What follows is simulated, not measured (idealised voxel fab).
The process module that follows is named voxel released beams.
For reference, the cross-section in this document is cut, with width 270 nm and square cells of 5 nm.
When this document writes out a cross-section, it uses a grid of square cells and lists it as bands, beginning at the top and moving down, with a band standing for one or more rows of cells. Within each band entry, the heights of the top and of the bottom of the band appear first, in that order and in nm; the materials of the band then follow from left to right, each with its corresponding width in nm. The designation "edge to edge" on a single material indicates that it fills the band from edge to edge; the designation "air" indicates empty space. We count height from 0. Below that, the starting wafer is all one material. The lowest band never ends at the bottom but goes on down; see "0 nm and below" for how that is written. Quick explanation for "30..40": the width changes in equal steps down the rows of cells, from the first number in the band's top row to the second number in its bottom row. You'll sometimes find "no change occurred" written for a step, and that's the way of saying that nowhere in the cross-section did a cell change during that step. You'll see "Enclosed internal voids" listing empty spaces that have no way open to the top, as long as they're 8 cells or more; the notation is width x height at distance, where the distance is from the left edge, and all of it is in nm. Heads up: the bit after the settings on a step's line is the simulator's remark on that step. The optional step-line setting "overlay nm" applies to steps with a mask and quantifies how far to the right of its planned location the mask lay, a negative value indicating leftward placement.
-- This section lists the process steps that were planned
1) RECEIVE with material Si
2) CONFORMAL_DEP with material Al2O3, thk nm 5
3) DIRECTIONAL_DEP with material SiO2, thk nm 10
4) MASKED_ETCH with tone open, mask id ANCHOR, width nm 25, etch materials SiO2, depth nm 10, overlay nm 0
5) CONFORMAL_DEP with material W, thk nm 10
6) MASKED_ETCH with tone cover, mask id BEAM, width nm 105, etch materials W, depth nm 10, overlay nm 0
7) STRIP with etch materials SiO2
-- Wafer, first of two, run as planned
-- Cross-section, incoming material, after step 1
> 0 nm and below = Si edge to edge
> Enclosed internal voids: none
-- Step 2 complete: cross-section through the wafer
> 5 nm to 0 nm = Al2O3 edge to edge
> Lower than 0, everything is as it was.
-- Step 3 complete: cross-section through the wafer
> 15 nm to 5 nm = SiO2 edge to edge
> Lower than 5, everything is as it was.
-- Step 4 complete: cross-section through the wafer
> 15 nm to 5 nm = 85 of SiO2, then 25 of air, then 160 of SiO2
> Lower than 5, everything is as it was.
-- Step 5 complete: cross-section through the wafer
> 25 nm to 15 nm = 95 of W, then 5 of air, then 170 of W
> 15 nm to 5 nm = 85 of SiO2, then 25 of W, then 160 of SiO2
> Lower than 5, everything is as it was.
-- Step 6 complete: cross-section through the wafer
> 25 nm to 15 nm = 80 of air, then 15 of W, then 5 of air, then 85 of W, then 85 of air
> Lower than 15, everything is as it was.
-- Step 7 complete: cross-section through the wafer
> 25 nm to 15 nm = 80 of air, then 15 of W, then 5 of air, then 85 of W, then 85 of air
> 15 nm to 5 nm = 85 of air, then 25 of W, then 160 of air
> Lower than 5, everything is as it was.
-- Second wafer, same starting state and plan as the first, one mistake in the run, identical through step 1
-- Cross-section, second wafer, at the end time the plan gives for step 2
> 10 nm to 0 nm = SiO2 edge to edge
> Lower than 0, everything is as it was.
-- Cross-section, second wafer, at the end time the plan gives for step 3
> 15 nm to 10 nm = Al2O3 edge to edge
> Lower than 10, everything is as it was.
Cross-section, second wafer, at the end time the plan gives for step 4: no change occurred
-- Cross-section, second wafer, at the end time the plan gives for step 5
> 25 nm to 15 nm = W edge to edge
> Lower than 15, everything is as it was.
-- Cross-section, second wafer, at the end time the plan gives for step 6
> 25 nm to 15 nm = 80 of air, then 105 of W, then 85 of air
> Lower than 15, everything is as it was.
Cross-section, second wafer, at the end time the plan gives for step 7: no change occurred
Processing error: steps 2 and 3: order swapped relative to plan
Heads up, by the end the second wafer has more or fewer cells of some materials compared to the first: SiO2: 108 more, W: 8 fewer
